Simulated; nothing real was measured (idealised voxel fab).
process module | voxel released beams
cross-section cut | 280 nm wide | cells 5 nm
A cross-section is a grid of square cells, given in bands from the top down. A band is one or more rows of cells.
Each band's line starts with the height of the band's top and of its bottom, in nm. Then come its materials from left to right, each with its width in nm. One material with "throughout" fills the band from edge to edge. "air" is empty space.
Height 0 is the level under which the wafer as received is all one material. The lowest band goes on downwards, as in "0 down".
A width such as "30 to 40" changes by the same amount from each row of cells to the next, from the band's top row to its bottom row.
"no change" after a step means that no cell of the cross-section changed.
closed voids: empty space of 8 cells or more with no open way to the top, each as width x height at its distance from the left edge, in nm
after a step's settings: what the simulator itself notes on the step
overlay nm, on a step with a mask: how far to the right of its planned place the mask lay; to the left if negative
plan
1 op RECEIVE | material Si
2 op CONFORMAL_DEP | material Al2O3 | thk nm 10
3 op DIRECTIONAL_DEP | material SiO2 | thk nm 15
4 op MASKED_ETCH | tone open | mask id ANCHOR | width nm 25 | etch materials SiO2 | depth nm 15 | overlay nm 0
5 op CONFORMAL_DEP | material W | thk nm 10
6 op DIRECTIONAL_DEP | material aC | thk nm 15
7 op PATTERN | tone cover | mask id BEAM | material resist | width nm 105 | thk nm 35 | overlay nm 0
8 op DIRECTIONAL_ETCH | etch materials aC | depth nm 15
9 op STRIP | etch materials resist
10 op DIRECTIONAL_ETCH | etch materials W | depth nm 10
11 op STRIP | etch materials aC
12 op STRIP | etch materials SiO2
first wafer, as planned
as received, after step 1
  0 down: Si throughout
  closed voids: none
after step 2
  10 to 0: Al2O3 throughout
  below 0: unchanged
after step 3
  25 to 10: SiO2 throughout
  below 10: unchanged
after step 4
  25 to 10: SiO2 90 | air 25 | SiO2 165
  below 10: unchanged
after step 5
  35 to 25: W 100 | air 5 | W 175
  25 to 20: SiO2 90 | W 10 | air 5 | W 10 | SiO2 165
  20 to 10: SiO2 90 | W 25 | SiO2 165
  below 10: unchanged
after step 6
  50 to 35: aC 100 | air 5 | aC 175
  35 to 25: W 100 | aC 5 | W 175
  25 to 20: SiO2 90 | W 10 | aC 5 | W 10 | SiO2 165
  below 20: unchanged
after step 7
  85 to 50: air 85 | resist 105 | air 90
  50 to 35: aC 100 | resist 5 | aC 175
  below 35: unchanged
after step 8
  70 to 50: air 85 | resist 105 | air 90
  50 to 35: air 85 | aC 15 | resist 5 | aC 85 | air 90
  below 35: unchanged
after step 9
  50 to 35: air 85 | aC 15 | air 5 | aC 85 | air 90
  below 35: unchanged
after step 10
  50 to 35: air 85 | aC 15 | air 5 | aC 85 | air 90
  35 to 25: air 85 | W 15 | aC 5 | W 85 | air 90
  below 25: unchanged
after step 11
  35 to 25: air 85 | W 15 | air 5 | W 85 | air 90
  25 to 20: SiO2 90 | W 10 | air 5 | W 10 | SiO2 165
  below 20: unchanged
after step 12
  35 to 25: air 85 | W 15 | air 5 | W 85 | air 90
  25 to 20: air 90 | W 10 | air 5 | W 10 | air 165
  20 to 10: air 90 | W 25 | air 165
  below 10: unchanged
second wafer: like start, like plan, one mistake. Through step 1 it matches the first wafer
when step 2 should have ended
  15 to 0: Al2O3 throughout
  below 0: unchanged
when step 3 should have ended
  30 to 15: SiO2 throughout
  below 15: unchanged
when step 4 should have ended
  30 to 15: SiO2 90 | air 25 | SiO2 165
  below 15: unchanged
when step 5 should have ended
  40 to 30: W 100 | air 5 | W 175
  30 to 25: SiO2 90 | W 10 | air 5 | W 10 | SiO2 165
  25 to 15: SiO2 90 | W 25 | SiO2 165
  below 15: unchanged
when step 6 should have ended
  55 to 40: aC 100 | air 5 | aC 175
  40 to 30: W 100 | aC 5 | W 175
  30 to 25: SiO2 90 | W 10 | aC 5 | W 10 | SiO2 165
  below 25: unchanged
when step 7 should have ended
  90 to 55: air 85 | resist 105 | air 90
  55 to 40: aC 100 | resist 5 | aC 175
  below 40: unchanged
when step 8 should have ended
  75 to 55: air 85 | resist 105 | air 90
  55 to 40: air 85 | aC 15 | resist 5 | aC 85 | air 90
  below 40: unchanged
when step 9 should have ended
  55 to 40: air 85 | aC 15 | air 5 | aC 85 | air 90
  below 40: unchanged
when step 10 should have ended
  55 to 40: air 85 | aC 15 | air 5 | aC 85 | air 90
  40 to 30: air 85 | W 15 | aC 5 | W 85 | air 90
  below 30: unchanged
when step 11 should have ended
  40 to 30: air 85 | W 15 | air 5 | W 85 | air 90
  30 to 25: SiO2 90 | W 10 | air 5 | W 10 | SiO2 165
  below 25: unchanged
when step 12 should have ended
  40 to 30: air 85 | W 15 | air 5 | W 85 | air 90
  30 to 25: air 90 | W 10 | air 5 | W 10 | air 165
  25 to 15: air 90 | W 25 | air 165
  below 15: unchanged
what went wrong: step 2 ran as: op CONFORMAL_DEP | material Al2O3 | thk nm 15
at the end the second wafer has, in cells: 56 more of Al2O3
